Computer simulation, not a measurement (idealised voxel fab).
Process module, titled voxel released beams
Cross-section cut spans 275 nm and uses square cells 5 nm in size.
How to read a cross-section here: the picture is a grid of square cells, written as bands going from the top down, and any band can span one or more rows of cells.
Band: top height; bottom height; in nm. Then, left to right: material with width in nm, for each material. "all across": a single material spanning edge to edge. "air": empty space.
It should be noted that heights are counted from 0, beneath which the wafer as supplied is of one material throughout, and that the lowest band possesses no lower boundary but continues downward, as written in "0..down".
So if you see something like "30 to 40" for the width, read it as the top row of the band sitting at the first number and the bottom row at the second, with every row in between moving by the same amount as the last.
Where a step carries "nothing altered", the cross-section came out of it unchanged, cell for cell.
Each empty space that has no open way to the top and spans at least 8 cells appears under "Unvented cavities" as width x height at distance, the distance counted from the left edge, all in nm.
If you see something after the settings on a step's line, that's the simulator's own remark about that step.
When a step includes a mask, the "overlay nm" setting on its line states how far to the right of its planned place that mask lay, and negative values state how far to the left.

Planned process steps
1) RECEIVE with material Si
2) CONFORMAL_DEP with material SiN, thk nm 5
3) DIRECTIONAL_DEP with material SiO2, thk nm 20
4) MASKED_ETCH with tone open, mask id ANCHOR, width nm 35, etch materials SiO2, depth nm 20, overlay nm 0
5) CONFORMAL_DEP with material TiN, thk nm 10
6) MASKED_ETCH with tone cover, mask id BEAM, width nm 85, etch materials TiN, depth nm 10, overlay nm 0
7) STRIP with etch materials SiO2

Below: the first of two wafers, run as planned

Step 1 complete: cross-section of the wafer as received
	0..down  Si all across
	Unvented cavities: none

The following cross-section depicts the wafer upon completion of step 2
	5..0  SiN all across
	Nothing below the height 0 has changed.

The following cross-section depicts the wafer upon completion of step 3
	25..5  SiO2 all across
	Nothing below the height 5 has changed.

The following cross-section depicts the wafer upon completion of step 4
	25..5  SiO2 95; air 35; SiO2 145
	Nothing below the height 5 has changed.

The following cross-section depicts the wafer upon completion of step 5
	35..25  TiN 105; air 15; TiN 155
	25..15  SiO2 95; TiN 10; air 15; TiN 10; SiO2 145
	15..5  SiO2 95; TiN 35; SiO2 145
	Nothing below the height 5 has changed.

The following cross-section depicts the wafer upon completion of step 6
	35..25  air 90; TiN 15; air 15; TiN 55; air 100
	Nothing below the height 25 has changed.

The following cross-section depicts the wafer upon completion of step 7
	35..25  air 90; TiN 15; air 15; TiN 55; air 100
	25..15  air 95; TiN 10; air 15; TiN 10; air 145
	15..5  air 95; TiN 35; air 145
	Nothing below the height 5 has changed.

Wafer two of two - same starting point, same process plan, one mistake in execution; matches wafer one up to and including step 3

The second wafer cut through, at the time step 4 was supposed to be finished
	25..5  air 95; SiO2 35; air 145
	Nothing below the height 5 has changed.

The second wafer cut through, at the time step 5 was supposed to be finished
	35..25  air 85; TiN 55; air 135
	25..15  air 85; TiN 10; SiO2 35; TiN 10; air 135
	15..5  TiN 95; SiO2 35; TiN 145
	Nothing below the height 5 has changed.

The second wafer cut through, at the time step 6 was supposed to be finished
	35..25  air 90; TiN 50; air 135
	25..15  air 85; TiN 10; SiO2 35; TiN 10; air 135
	15..5  air 85; TiN 10; SiO2 35; TiN 45; air 100
	Nothing below the height 5 has changed.

The second wafer cut through, at the time step 7 was supposed to be finished: nothing altered
What went wrong in running the wafer? contrary to plan, step 4 was performed as MASKED_ETCH with tone cover, mask id ANCHOR, width nm 35, etch materials SiO2, depth nm 20, overlay nm 0
Final wafer comparison in cells, second versus first, more or fewer per material: SiO2 +28
